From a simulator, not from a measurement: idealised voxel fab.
The process module presented herein is designated voxel wiring stack.
For reference, the cross-section in this document is cut, with width 195 nm and square cells of 5 nm.
Throughout this document, each cross-section is represented as a grid of square cells and is presented as a sequence of bands enumerated from the top downward, where a band comprises one or more rows of cells.
What a band's entry tells you: where the top is and where the bottom is, as heights in nm, and after that what lies inside, material by material from left to right, each with its width in nm. Empty space is written as the word "air", and a single material marked with the word "everywhere" occupies the band from edge to edge.
A quick word on heights: they are counted from 0, and under that level the wafer as it came to us is one material throughout. The lowest band is different from the rest in having no bottom; it simply continues downward, written as in "0 -> down".
A width such as "30..40" changes by the same amount from each row of cells to the next, from the band's top row to its bottom row.
A step reported as "nothing altered" is a step in which no cell of the cross-section changed.
In "Trapped void list" the enclosed voids are listed, meaning empty spaces of 8 cells or larger without any opening to the top. The form is width x height at distance, distance from the left edge, units nm.
after a step's settings: what the simulator itself notes on the step
overlay nm: for a step with a mask, the amount by which the mask lay right of where it was planned; a negative amount means left of it.

[Below is the list of planned process steps]
step 1: RECEIVE [material Si]
step 2: CONFORMAL_DEP [material SiO2] [thk nm 15]
step 3: CONFORMAL_DEP [material SiN] [thk nm 5]
step 4: DIRECTIONAL_DEP [material lowk] [thk nm 15]
step 5: PATTERN [tone open] [mask id METAL_1] [material resist] [width nm 30] [pitch nm 45] [thk nm 15] [overlay nm 0]
step 6: DIRECTIONAL_ETCH [etch materials lowk] [depth nm 15]
step 7: DIRECTIONAL_ETCH [etch materials SiN] [depth nm 5]
step 8: STRIP [etch materials resist]
step 9: CONFORMAL_DEP [material TiN] [thk nm 5]
step 10: FILL_DEP [material Cu] [thk nm 10]
step 11: CMP [height nm 35]
step 12: EPI [material Ru] [thk nm 5]
step 13: FILL_DEP [material SiCN] [thk nm 5]
step 14: DIRECTIONAL_DEP [material lowk] [thk nm 15]
step 15: PATTERN [tone open] [mask id PLUG_1] [material resist] [width nm 15] [pitch nm 45] [thk nm 15] [overlay nm 0]
step 16: DIRECTIONAL_ETCH [etch materials lowk] [depth nm 15]
step 17: DIRECTIONAL_ETCH [etch materials SiCN] [depth nm 5]
step 18: STRIP [etch materials resist]
step 19: EPI [material Ru] [thk nm 10]
step 20: EPI [material Ru] [thk nm 10]
step 21: DIRECTIONAL_DEP [material TiN] [thk nm 5]
step 22: DIRECTIONAL_DEP [material Ru] [thk nm 20]
step 23: MASKED_ETCH [tone cover] [mask id METAL_2] [width nm 30] [pitch nm 45] [etch materials Ru] [depth nm 20] [overlay nm 0]
step 24: MASKED_ETCH [tone cover] [mask id METAL_2] [width nm 30] [pitch nm 45] [etch materials TiN] [depth nm 5] [overlay nm 0]
step 25: FILL_DEP [material SiO2] [thk nm 5]
step 26: CMP [height nm 85]
step 27: CONFORMAL_DEP [material SiCN] [thk nm 5]
step 28: DIRECTIONAL_DEP [material SiO2] [thk nm 30]
step 29: PATTERN [tone open] [mask id METAL_3] [material resist] [width nm 30] [pitch nm 45] [thk nm 15] [overlay nm 0]
step 30: DIRECTIONAL_ETCH [etch materials SiO2] [depth nm 20]
step 31: STRIP [etch materials resist]
step 32: PATTERN [tone open] [mask id METAL_3_HOLES] [material resist] [width nm 15] [pitch nm 90] [thk nm 15] [overlay nm 0]
step 33: DIRECTIONAL_ETCH [etch materials SiO2] [depth nm 10]
step 34: DIRECTIONAL_ETCH [etch materials SiCN] [depth nm 5]
step 35: STRIP [etch materials resist]
step 36: CONFORMAL_DEP [material TiN] [thk nm 5]
step 37: FILL_DEP [material Cu] [thk nm 10]
step 38: CMP [height nm 120]
step 39: CONFORMAL_DEP [material SiCN] [thk nm 5]

[First wafer out of two, processed as planned]

[As received (post step 1): cross-section]
0 -> down  Si everywhere
Trapped void list: none

[Sectional view: wafer, after step 2]
15 -> 0  SiO2 everywhere
Heights below 0 show no change.

[Sectional view: wafer, after step 3]
20 -> 15  SiN everywhere
Heights below 15 show no change.

[Sectional view: wafer, after step 4]
35 -> 20  lowk everywhere
Heights below 20 show no change.

[Sectional view: wafer, after step 5]
50 -> 35  resist 15, then air 30, then resist 15, then air 30, then resist 15, then air 30, then resist 15, then air 30, then resist 15
Heights below 35 show no change.

[Sectional view: wafer, after step 6]
50 -> 35  resist 15, then air 30, then resist 15, then air 30, then resist 15, then air 30, then resist 15, then air 30, then resist 15
35 -> 20  lowk 15, then air 30, then lowk 15, then air 30, then lowk 15, then air 30, then lowk 15, then air 30, then lowk 15
Heights below 20 show no change.

[Sectional view: wafer, after step 7]
50 -> 35  resist 15, then air 30, then resist 15, then air 30, then resist 15, then air 30, then resist 15, then air 30, then resist 15
35 -> 20  lowk 15, then air 30, then lowk 15, then air 30, then lowk 15, then air 30, then lowk 15, then air 30, then lowk 15
20 -> 15  SiN 15, then air 30, then SiN 15, then air 30, then SiN 15, then air 30, then SiN 15, then air 30, then SiN 15
Heights below 15 show no change.

[Sectional view: wafer, after step 8]
35 -> 20  lowk 15, then air 30, then lowk 15, then air 30, then lowk 15, then air 30, then lowk 15, then air 30, then lowk 15
Heights below 20 show no change.

[Sectional view: wafer, after step 9]
40 -> 35  TiN 20, then air 20, then TiN 25, then air 20, then TiN 25, then air 20, then TiN 25, then air 20, then TiN 20
35 -> 20  lowk 15, then TiN 5, then air 20, then TiN 5, then lowk 15, then TiN 5, then air 20, then TiN 5, then lowk 15, then TiN 5, then air 20, then TiN 5, then lowk 15, then TiN 5, then air 20, then TiN 5, then lowk 15
20 -> 15  SiN 15, then TiN 30, then SiN 15, then TiN 30, then SiN 15, then TiN 30, then SiN 15, then TiN 30, then SiN 15
Heights below 15 show no change.

[Sectional view: wafer, after step 10]
50 -> 40  Cu everywhere
40 -> 35  TiN 20, then Cu 20, then TiN 25, then Cu 20, then TiN 25, then Cu 20, then TiN 25, then Cu 20, then TiN 20
35 -> 20  lowk 15, then TiN 5, then Cu 20, then TiN 5, then lowk 15, then TiN 5, then Cu 20, then TiN 5, then lowk 15, then TiN 5, then Cu 20, then TiN 5, then lowk 15, then TiN 5, then Cu 20, then TiN 5, then lowk 15
Heights below 20 show no change.

[Sectional view: wafer, after step 11]
35 -> 20  lowk 15, then TiN 5, then Cu 20, then TiN 5, then lowk 15, then TiN 5, then Cu 20, then TiN 5, then lowk 15, then TiN 5, then Cu 20, then TiN 5, then lowk 15, then TiN 5, then Cu 20, then TiN 5, then lowk 15
Heights below 20 show no change.

[Sectional view: wafer, after step 12]
40 -> 35  air 10, then Ru 40, then air 5, then Ru 40, then air 5, then Ru 40, then air 5, then Ru 40, then air 10
Heights below 35 show no change.

[Sectional view: wafer, after step 13]
45 -> 40  SiCN everywhere
40 -> 35  SiCN 10, then Ru 40, then SiCN 5, then Ru 40, then SiCN 5, then Ru 40, then SiCN 5, then Ru 40, then SiCN 10
Heights below 35 show no change.

[Sectional view: wafer, after step 14]
60 -> 45  lowk everywhere
Heights below 45 show no change.

[Sectional view: wafer, after step 15]
75 -> 60  resist 15, then air 15, then resist 30, then air 15, then resist 30, then air 15, then resist 30, then air 15, then resist 30
Heights below 60 show no change.

[Sectional view: wafer, after step 16]
75 -> 60  resist 15, then air 15, then resist 30, then air 15, then resist 30, then air 15, then resist 30, then air 15, then resist 30
60 -> 45  lowk 15, then air 15, then lowk 30, then air 15, then lowk 30, then air 15, then lowk 30, then air 15, then lowk 30
Heights below 45 show no change.

[Sectional view: wafer, after step 17]
75 -> 60  resist 15, then air 15, then resist 30, then air 15, then resist 30, then air 15, then resist 30, then air 15, then resist 30
60 -> 45  lowk 15, then air 15, then lowk 30, then air 15, then lowk 30, then air 15, then lowk 30, then air 15, then lowk 30
45 -> 40  SiCN 15, then air 15, then SiCN 30, then air 15, then SiCN 30, then air 15, then SiCN 30, then air 15, then SiCN 30
Heights below 40 show no change.

[Sectional view: wafer, after step 18]
60 -> 45  lowk 15, then air 15, then lowk 30, then air 15, then lowk 30, then air 15, then lowk 30, then air 15, then lowk 30
Heights below 45 show no change.

[Sectional view: wafer, after step 19]
60 -> 50  lowk 15, then air 15, then lowk 30, then air 15, then lowk 30, then air 15, then lowk 30, then air 15, then lowk 30
50 -> 45  lowk 15, then Ru 15, then lowk 30, then Ru 15, then lowk 30, then Ru 15, then lowk 30, then Ru 15, then lowk 30
45 -> 35  SiCN 15..10, then Ru 15..40, then SiCN 30..5, then Ru 15..40, then SiCN 30..5, then Ru 15..40, then SiCN 30..5, then Ru 15..40, then SiCN 30..10
Heights below 35 show no change.

[Sectional view: wafer, after step 20]
60 -> 45  lowk 15, then Ru 15, then lowk 30, then Ru 15, then lowk 30, then Ru 15, then lowk 30, then Ru 15, then lowk 30
Heights below 45 show no change.

[Sectional view: wafer, after step 21]
65 -> 60  TiN everywhere
Heights below 60 show no change.

[Sectional view: wafer, after step 22]
85 -> 65  Ru everywhere
Heights below 65 show no change.

[Sectional view: wafer, after step 23]
85 -> 65  air 15, then Ru 30, then air 15, then Ru 30, then air 15, then Ru 30, then air 15, then Ru 30, then air 15
Heights below 65 show no change.

[Sectional view: wafer, after step 24]
85 -> 65  air 15, then Ru 30, then air 15, then Ru 30, then air 15, then Ru 30, then air 15, then Ru 30, then air 15
65 -> 60  air 15, then TiN 30, then air 15, then TiN 30, then air 15, then TiN 30, then air 15, then TiN 30, then air 15
Heights below 60 show no change.

[Sectional view: wafer, after step 25]
90 -> 85  SiO2 everywhere
85 -> 65  SiO2 15, then Ru 30, then SiO2 15, then Ru 30, then SiO2 15, then Ru 30, then SiO2 15, then Ru 30, then SiO2 15
65 -> 60  SiO2 15, then TiN 30, then SiO2 15, then TiN 30, then SiO2 15, then TiN 30, then SiO2 15, then TiN 30, then SiO2 15
Heights below 60 show no change.

[Sectional view: wafer, after step 26]
85 -> 65  SiO2 15, then Ru 30, then SiO2 15, then Ru 30, then SiO2 15, then Ru 30, then SiO2 15, then Ru 30, then SiO2 15
Heights below 65 show no change.

[Sectional view: wafer, after step 27]
90 -> 85  SiCN everywhere
Heights below 85 show no change.

[Sectional view: wafer, after step 28]
120 -> 90  SiO2 everywhere
Heights below 90 show no change.

[Sectional view: wafer, after step 29]
135 -> 120  resist 15, then air 30, then resist 15, then air 30, then resist 15, then air 30, then resist 15, then air 30, then resist 15
Heights below 120 show no change.

[Sectional view: wafer, after step 30]
135 -> 120  resist 15, then air 30, then resist 15, then air 30, then resist 15, then air 30, then resist 15, then air 30, then resist 15
120 -> 100  SiO2 15, then air 30, then SiO2 15, then air 30, then SiO2 15, then air 30, then SiO2 15, then air 30, then SiO2 15
Heights below 100 show no change.

[Sectional view: wafer, after step 31]
120 -> 100  SiO2 15, then air 30, then SiO2 15, then air 30, then SiO2 15, then air 30, then SiO2 15, then air 30, then SiO2 15
Heights below 100 show no change.

[Sectional view: wafer, after step 32]
135 -> 120  resist 15, then air 15, then resist 75, then air 15, then resist 75
120 -> 100  SiO2 15, then air 15, then resist 15, then SiO2 15, then resist 30, then SiO2 15, then air 15, then resist 15, then SiO2 15, then resist 30, then SiO2 15
Heights below 100 show no change.

[Sectional view: wafer, after step 33]
135 -> 120  resist 15, then air 15, then resist 75, then air 15, then resist 75
120 -> 100  SiO2 15, then air 15, then resist 15, then SiO2 15, then resist 30, then SiO2 15, then air 15, then resist 15, then SiO2 15, then resist 30, then SiO2 15
100 -> 90  SiO2 15, then air 15, then SiO2 75, then air 15, then SiO2 75
Heights below 90 show no change.

[Sectional view: wafer, after step 34]
135 -> 120  resist 15, then air 15, then resist 75, then air 15, then resist 75
120 -> 100  SiO2 15, then air 15, then resist 15, then SiO2 15, then resist 30, then SiO2 15, then air 15, then resist 15, then SiO2 15, then resist 30, then SiO2 15
100 -> 90  SiO2 15, then air 15, then SiO2 75, then air 15, then SiO2 75
90 -> 85  SiCN 15, then air 15, then SiCN 75, then air 15, then SiCN 75
Heights below 85 show no change.

[Sectional view: wafer, after step 35]
120 -> 100  SiO2 15, then air 30, then SiO2 15, then air 30, then SiO2 15, then air 30, then SiO2 15, then air 30, then SiO2 15
Heights below 100 show no change.

[Sectional view: wafer, after step 36]
125 -> 120  TiN 20, then air 20, then TiN 25, then air 20, then TiN 25, then air 20, then TiN 25, then air 20, then TiN 20
120 -> 105  SiO2 15, then TiN 5, then air 20, then TiN 5, then SiO2 15, then TiN 5, then air 20, then TiN 5, then SiO2 15, then TiN 5, then air 20, then TiN 5, then SiO2 15, then TiN 5, then air 20, then TiN 5, then SiO2 15
105 -> 100  SiO2 15, then TiN 5, then air 5, then TiN 20, then SiO2 15, then TiN 30, then SiO2 15, then TiN 5, then air 5, then TiN 20, then SiO2 15, then TiN 30, then SiO2 15
100 -> 90  SiO2 15, then TiN 5, then air 5, then TiN 5, then SiO2 75, then TiN 5, then air 5, then TiN 5, then SiO2 75
90 -> 85  SiCN 15, then TiN 15, then SiCN 75, then TiN 15, then SiCN 75
Heights below 85 show no change.

[Sectional view: wafer, after step 37]
135 -> 125  Cu everywhere
125 -> 120  TiN 20, then Cu 20, then TiN 25, then Cu 20, then TiN 25, then Cu 20, then TiN 25, then Cu 20, then TiN 20
120 -> 105  SiO2 15, then TiN 5, then Cu 20, then TiN 5, then SiO2 15, then TiN 5, then Cu 20, then TiN 5, then SiO2 15, then TiN 5, then Cu 20, then TiN 5, then SiO2 15, then TiN 5, then Cu 20, then TiN 5, then SiO2 15
105 -> 100  SiO2 15, then TiN 5, then Cu 5, then TiN 20, then SiO2 15, then TiN 30, then SiO2 15, then TiN 5, then Cu 5, then TiN 20, then SiO2 15, then TiN 30, then SiO2 15
100 -> 90  SiO2 15, then TiN 5, then Cu 5, then TiN 5, then SiO2 75, then TiN 5, then Cu 5, then TiN 5, then SiO2 75
Heights below 90 show no change.

[Sectional view: wafer, after step 38]
120 -> 105  SiO2 15, then TiN 5, then Cu 20, then TiN 5, then SiO2 15, then TiN 5, then Cu 20, then TiN 5, then SiO2 15, then TiN 5, then Cu 20, then TiN 5, then SiO2 15, then TiN 5, then Cu 20, then TiN 5, then SiO2 15
Heights below 105 show no change.

[Sectional view: wafer, after step 39]
125 -> 120  SiCN everywhere
Heights below 120 show no change.

[Wafer two. Same start, same plan, one slip in execution. Same as wafer one through step 14, inclusive]

[Look at the second wafer in cross-section at the time step 15 ought to have finished]
75 -> 60  resist 20, then air 15, then resist 30, then air 15, then resist 30, then air 15, then resist 30, then air 15, then resist 25
Heights below 60 show no change.

[Look at the second wafer in cross-section at the time step 16 ought to have finished]
75 -> 60  resist 20, then air 15, then resist 30, then air 15, then resist 30, then air 15, then resist 30, then air 15, then resist 25
60 -> 45  lowk 20, then air 15, then lowk 30, then air 15, then lowk 30, then air 15, then lowk 30, then air 15, then lowk 25
Heights below 45 show no change.

[Look at the second wafer in cross-section at the time step 17 ought to have finished]
75 -> 60  resist 20, then air 15, then resist 30, then air 15, then resist 30, then air 15, then resist 30, then air 15, then resist 25
60 -> 45  lowk 20, then air 15, then lowk 30, then air 15, then lowk 30, then air 15, then lowk 30, then air 15, then lowk 25
45 -> 40  SiCN 20, then air 15, then SiCN 30, then air 15, then SiCN 30, then air 15, then SiCN 30, then air 15, then SiCN 25
Heights below 40 show no change.

[Look at the second wafer in cross-section at the time step 18 ought to have finished]
60 -> 45  lowk 20, then air 15, then lowk 30, then air 15, then lowk 30, then air 15, then lowk 30, then air 15, then lowk 25
Heights below 45 show no change.

[Look at the second wafer in cross-section at the time step 19 ought to have finished]
60 -> 50  lowk 20, then air 15, then lowk 30, then air 15, then lowk 30, then air 15, then lowk 30, then air 15, then lowk 25
50 -> 45  lowk 20, then Ru 15, then lowk 30, then Ru 15, then lowk 30, then Ru 15, then lowk 30, then Ru 15, then lowk 25
45 -> 35  SiCN 20..10, then Ru 15..40, then SiCN 30..5, then Ru 15..40, then SiCN 30..5, then Ru 15..40, then SiCN 30..5, then Ru 15..40, then SiCN 25..10
Heights below 35 show no change.

[Look at the second wafer in cross-section at the time step 20 ought to have finished]
60 -> 45  lowk 20, then Ru 15, then lowk 30, then Ru 15, then lowk 30, then Ru 15, then lowk 30, then Ru 15, then lowk 25
Heights below 45 show no change.

[Look at the second wafer in cross-section at the time step 21 ought to have finished]
65 -> 60  TiN everywhere
Heights below 60 show no change.

[Look at the second wafer in cross-section at the time step 22 ought to have finished]
85 -> 65  Ru everywhere
Heights below 65 show no change.

[Look at the second wafer in cross-section at the time step 23 ought to have finished]
85 -> 65  air 15, then Ru 30, then air 15, then Ru 30, then air 15, then Ru 30, then air 15, then Ru 30, then air 15
Heights below 65 show no change.

[Look at the second wafer in cross-section at the time step 24 ought to have finished]
85 -> 65  air 15, then Ru 30, then air 15, then Ru 30, then air 15, then Ru 30, then air 15, then Ru 30, then air 15
65 -> 60  air 15, then TiN 30, then air 15, then TiN 30, then air 15, then TiN 30, then air 15, then TiN 30, then air 15
Heights below 60 show no change.

[Look at the second wafer in cross-section at the time step 25 ought to have finished]
90 -> 85  SiO2 everywhere
85 -> 65  SiO2 15, then Ru 30, then SiO2 15, then Ru 30, then SiO2 15, then Ru 30, then SiO2 15, then Ru 30, then SiO2 15
65 -> 60  SiO2 15, then TiN 30, then SiO2 15, then TiN 30, then SiO2 15, then TiN 30, then SiO2 15, then TiN 30, then SiO2 15
Heights below 60 show no change.

[Look at the second wafer in cross-section at the time step 26 ought to have finished]
85 -> 65  SiO2 15, then Ru 30, then SiO2 15, then Ru 30, then SiO2 15, then Ru 30, then SiO2 15, then Ru 30, then SiO2 15
Heights below 65 show no change.

[Look at the second wafer in cross-section at the time step 27 ought to have finished]
90 -> 85  SiCN everywhere
Heights below 85 show no change.

[Look at the second wafer in cross-section at the time step 28 ought to have finished]
120 -> 90  SiO2 everywhere
Heights below 90 show no change.

[Look at the second wafer in cross-section at the time step 29 ought to have finished]
135 -> 120  resist 15, then air 30, then resist 15, then air 30, then resist 15, then air 30, then resist 15, then air 30, then resist 15
Heights below 120 show no change.

[Look at the second wafer in cross-section at the time step 30 ought to have finished]
135 -> 120  resist 15, then air 30, then resist 15, then air 30, then resist 15, then air 30, then resist 15, then air 30, then resist 15
120 -> 100  SiO2 15, then air 30, then SiO2 15, then air 30, then SiO2 15, then air 30, then SiO2 15, then air 30, then SiO2 15
Heights below 100 show no change.

[Look at the second wafer in cross-section at the time step 31 ought to have finished]
120 -> 100  SiO2 15, then air 30, then SiO2 15, then air 30, then SiO2 15, then air 30, then SiO2 15, then air 30, then SiO2 15
Heights below 100 show no change.

[Look at the second wafer in cross-section at the time step 32 ought to have finished]
135 -> 120  resist 15, then air 15, then resist 75, then air 15, then resist 75
120 -> 100  SiO2 15, then air 15, then resist 15, then SiO2 15, then resist 30, then SiO2 15, then air 15, then resist 15, then SiO2 15, then resist 30, then SiO2 15
Heights below 100 show no change.

[Look at the second wafer in cross-section at the time step 33 ought to have finished]
135 -> 120  resist 15, then air 15, then resist 75, then air 15, then resist 75
120 -> 100  SiO2 15, then air 15, then resist 15, then SiO2 15, then resist 30, then SiO2 15, then air 15, then resist 15, then SiO2 15, then resist 30, then SiO2 15
100 -> 90  SiO2 15, then air 15, then SiO2 75, then air 15, then SiO2 75
Heights below 90 show no change.

[Look at the second wafer in cross-section at the time step 34 ought to have finished]
135 -> 120  resist 15, then air 15, then resist 75, then air 15, then resist 75
120 -> 100  SiO2 15, then air 15, then resist 15, then SiO2 15, then resist 30, then SiO2 15, then air 15, then resist 15, then SiO2 15, then resist 30, then SiO2 15
100 -> 90  SiO2 15, then air 15, then SiO2 75, then air 15, then SiO2 75
90 -> 85  SiCN 15, then air 15, then SiCN 75, then air 15, then SiCN 75
Heights below 85 show no change.

[Look at the second wafer in cross-section at the time step 35 ought to have finished]
120 -> 100  SiO2 15, then air 30, then SiO2 15, then air 30, then SiO2 15, then air 30, then SiO2 15, then air 30, then SiO2 15
Heights below 100 show no change.

[Look at the second wafer in cross-section at the time step 36 ought to have finished]
125 -> 120  TiN 20, then air 20, then TiN 25, then air 20, then TiN 25, then air 20, then TiN 25, then air 20, then TiN 20
120 -> 105  SiO2 15, then TiN 5, then air 20, then TiN 5, then SiO2 15, then TiN 5, then air 20, then TiN 5, then SiO2 15, then TiN 5, then air 20, then TiN 5, then SiO2 15, then TiN 5, then air 20, then TiN 5, then SiO2 15
105 -> 100  SiO2 15, then TiN 5, then air 5, then TiN 20, then SiO2 15, then TiN 30, then SiO2 15, then TiN 5, then air 5, then TiN 20, then SiO2 15, then TiN 30, then SiO2 15
100 -> 90  SiO2 15, then TiN 5, then air 5, then TiN 5, then SiO2 75, then TiN 5, then air 5, then TiN 5, then SiO2 75
90 -> 85  SiCN 15, then TiN 15, then SiCN 75, then TiN 15, then SiCN 75
Heights below 85 show no change.

[Look at the second wafer in cross-section at the time step 37 ought to have finished]
135 -> 125  Cu everywhere
125 -> 120  TiN 20, then Cu 20, then TiN 25, then Cu 20, then TiN 25, then Cu 20, then TiN 25, then Cu 20, then TiN 20
120 -> 105  SiO2 15, then TiN 5, then Cu 20, then TiN 5, then SiO2 15, then TiN 5, then Cu 20, then TiN 5, then SiO2 15, then TiN 5, then Cu 20, then TiN 5, then SiO2 15, then TiN 5, then Cu 20, then TiN 5, then SiO2 15
105 -> 100  SiO2 15, then TiN 5, then Cu 5, then TiN 20, then SiO2 15, then TiN 30, then SiO2 15, then TiN 5, then Cu 5, then TiN 20, then SiO2 15, then TiN 30, then SiO2 15
100 -> 90  SiO2 15, then TiN 5, then Cu 5, then TiN 5, then SiO2 75, then TiN 5, then Cu 5, then TiN 5, then SiO2 75
Heights below 90 show no change.

[Look at the second wafer in cross-section at the time step 38 ought to have finished]
120 -> 105  SiO2 15, then TiN 5, then Cu 20, then TiN 5, then SiO2 15, then TiN 5, then Cu 20, then TiN 5, then SiO2 15, then TiN 5, then Cu 20, then TiN 5, then SiO2 15, then TiN 5, then Cu 20, then TiN 5, then SiO2 15
Heights below 105 show no change.

[Look at the second wafer in cross-section at the time step 39 ought to have finished]
125 -> 120  SiCN everywhere
Heights below 120 show no change.
Heads up, the wafer didn't run the way we planned it: step 15 ran with different settings than intended, the actual operation and settings being PATTERN [tone open] [mask id PLUG_1] [material resist] [width nm 15] [pitch nm 45] [thk nm 15] [overlay nm 5]
In the final comparison it is observed that the number of cells assigned to each material is identical for the two wafers, whereas their placement is not.
